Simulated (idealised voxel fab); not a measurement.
process module | voxel spacer lines
cross-section cut | 155 nm wide | cells 5 nm
A cross-section is a grid of square cells, given in bands from the top down. A band is one or more rows of cells.
Each band's line starts with the height of the band's top and of its bottom, in nm. Then come its materials from left to right, each with its width in nm. One material with "throughout" fills the band from edge to edge. "air" is empty space.
Height 0 is the level under which the wafer as received is all one material. The lowest band goes on downwards, as in "0 down".
A width such as "30 to 40" changes by the same amount from each row of cells to the next, from the band's top row to its bottom row.
"no change" after a step means that no cell of the cross-section changed.
closed voids: empty space of 8 cells or more with no open way to the top, each as width x height at its distance from the left edge, in nm
after a step's settings: what the simulator itself notes on the step
overlay nm, on a step with a mask: how far to the right of its planned place the mask lay; to the left if negative
plan
1 op RECEIVE | material Si
2 op CONFORMAL_DEP | material Al2O3 | thk nm 5
3 op DIRECTIONAL_DEP | material SiN | thk nm 10
4 op DIRECTIONAL_DEP | material polySi | thk nm 20
5 op PATTERN | tone cover | mask id MANDREL | material resist | width nm 25 | pitch nm 70 | thk nm 25 | overlay nm 0
6 op DIRECTIONAL_ETCH | etch materials polySi | depth nm 20
7 op STRIP | etch materials resist
8 op CONFORMAL_DEP | material SiO2 | thk nm 10
9 op DIRECTIONAL_ETCH | etch materials SiO2 | depth nm 10
10 op STRIP | etch materials polySi
11 op DIRECTIONAL_ETCH | etch materials SiN | depth nm 10
12 op STRIP | etch materials SiO2
as received, after step 1
  0 down: Si throughout
  closed voids: none
first wafer at the end, as planned
  15 to 5: air 20 | SiN 10 | air 25 | SiN 10 | air 25 | SiN 10 | air 25 | SiN 10 | air 20
  5 to 0: Al2O3 throughout
  0 down: Si throughout
  closed voids: none
second wafer at the end: like start, like plan, one mistake
  45 to 35: air 20 | Al2O3 45 | air 25 | Al2O3 45 | air 20
  35 to 25: air 20 | Al2O3 10 | polySi 25 | Al2O3 10 | air 25 | Al2O3 10 | polySi 25 | Al2O3 10 | air 20
  25 to 15: Al2O3 30 | polySi 25 | Al2O3 45 | polySi 25 | Al2O3 30
  15 to 5: SiN throughout
  5 to 0: Al2O3 throughout
  0 down: Si throughout
  closed voids: none
what went wrong: step 8 ran as: op CONFORMAL_DEP | material Al2O3 | thk nm 10
at the end the second wafer has, in cells: 94 more of Al2O3 | 46 more of SiN | 40 more of polySi
